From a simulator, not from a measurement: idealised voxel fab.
process module | voxel gate over fins
cross-section cut | 250 nm wide | cells 5 nm
A cross-section is a grid of square cells, given in bands from the top down. A band is one or more rows of cells.
Each band's line starts with the height of the band's top and of its bottom, in nm. Then come its materials from left to right, each with its width in nm. One material with "throughout" fills the band from edge to edge. "air" is empty space.
Height 0 is the level under which the wafer as received is all one material. The lowest band goes on downwards, as in "0 down".
A width such as "30 to 40" changes by the same amount from each row of cells to the next, from the band's top row to its bottom row.
"no change" after a step means that no cell of the cross-section changed.
closed voids: empty space of 8 cells or more with no open way to the top, each as width x height at its distance from the left edge, in nm
after a step's settings: what the simulator itself notes on the step
overlay nm, on a step with a mask: how far to the right of its planned place the mask lay; to the left if negative
plan
1 op RECEIVE | material Si
2 op CONFORMAL_DEP | material SiN | thk nm 5
3 op DIRECTIONAL_DEP | material aC | thk nm 15
4 op PATTERN | tone cover | mask id FINS | material resist | width nm 15 | pitch nm 50 | thk nm 30 | overlay nm 0
5 op DIRECTIONAL_ETCH | etch materials aC | depth nm 15
6 op STRIP | etch materials resist
7 op DIRECTIONAL_ETCH | etch materials SiN | depth nm 5
8 op DIRECTIONAL_ETCH | etch materials Si | depth nm 40
9 op STRIP | etch materials aC
10 op FILL_DEP | material SiO2 | thk nm 15
11 op CMP | height nm 5
12 op DIRECTIONAL_DEP | material aC | thk nm 10
13 op PATTERN | tone open | mask id RAIL | material resist | width nm 15 | thk nm 25 | overlay nm 0
14 op DIRECTIONAL_ETCH | etch materials aC | depth nm 10
15 op STRIP | etch materials resist
16 op DIRECTIONAL_ETCH | etch materials SiO2 | depth nm 40
17 op STRIP | etch materials aC
18 op CONFORMAL_DEP | material TiN | thk nm 5
19 op FILL_DEP | material Ru | thk nm 5
20 op CMP | height nm 5
21 op SELECTIVE_ETCH | etch materials W Ru TiN | depth nm 20
22 op FILL_DEP | material SiO2 | thk nm 5
23 op CMP | height nm 5
24 op SELECTIVE_ETCH | etch materials SiO2 | depth nm 15
25 op STRIP | etch materials SiN
26 op CONFORMAL_DEP | material HfO2 | thk nm 5
27 op CONFORMAL_DEP | material TiN | thk nm 5
28 op FILL_DEP | material W | thk nm 15
29 op CMP | height nm 20
30 op CONFORMAL_DEP | material SiN | thk nm 5
as received, after step 1
  0 down: Si throughout
  closed voids: none
a wafer at the end: this start, this plan, one mistake
  25 to 20: SiN throughout
  20 to 10: W throughout
  10 to 5: W 55 | TiN 35 | W 15 | TiN 35 | W 15 | TiN 35 | W 60
  5 to 0: W 55 | TiN 5 | HfO2 25 | TiN 5 | W 15 | TiN 5 | HfO2 25 | TiN 5 | W 15 | TiN 5 | HfO2 25 | TiN 5 | W 60
  0 to -5: TiN 60 | HfO2 5 | Si 15 | HfO2 5 | TiN 25 | HfO2 5 | Si 15 | HfO2 5 | TiN 25 | HfO2 5 | Si 15 | HfO2 5 | TiN 65
  -5 to -10: HfO2 65 | Si 15 | HfO2 35 | Si 15 | HfO2 35 | Si 15 | HfO2 70
  -10 to -15: SiO2 65 | Si 15 | SiO2 35 | Si 15 | SiO2 35 | Si 15 | SiO2 70
  -15 to -30: SiO2 65 | Si 15 | SiO2 5 | TiN 5 | Ru 15 | TiN 5 | SiO2 5 | Si 15 | SiO2 35 | Si 15 | SiO2 70
  -30 to -35: SiO2 65 | Si 15 | SiO2 5 | TiN 25 | SiO2 5 | Si 15 | SiO2 35 | Si 15 | SiO2 70
  -35 to -40: SiO2 65 | Si 15 | SiO2 35 | Si 15 | SiO2 35 | Si 15 | SiO2 70
  -40 down: Si throughout
  closed voids: none
what went wrong: step 13 ran as: op PATTERN | tone open | mask id RAIL | material resist | width nm 25 | thk nm 25 | overlay nm 0
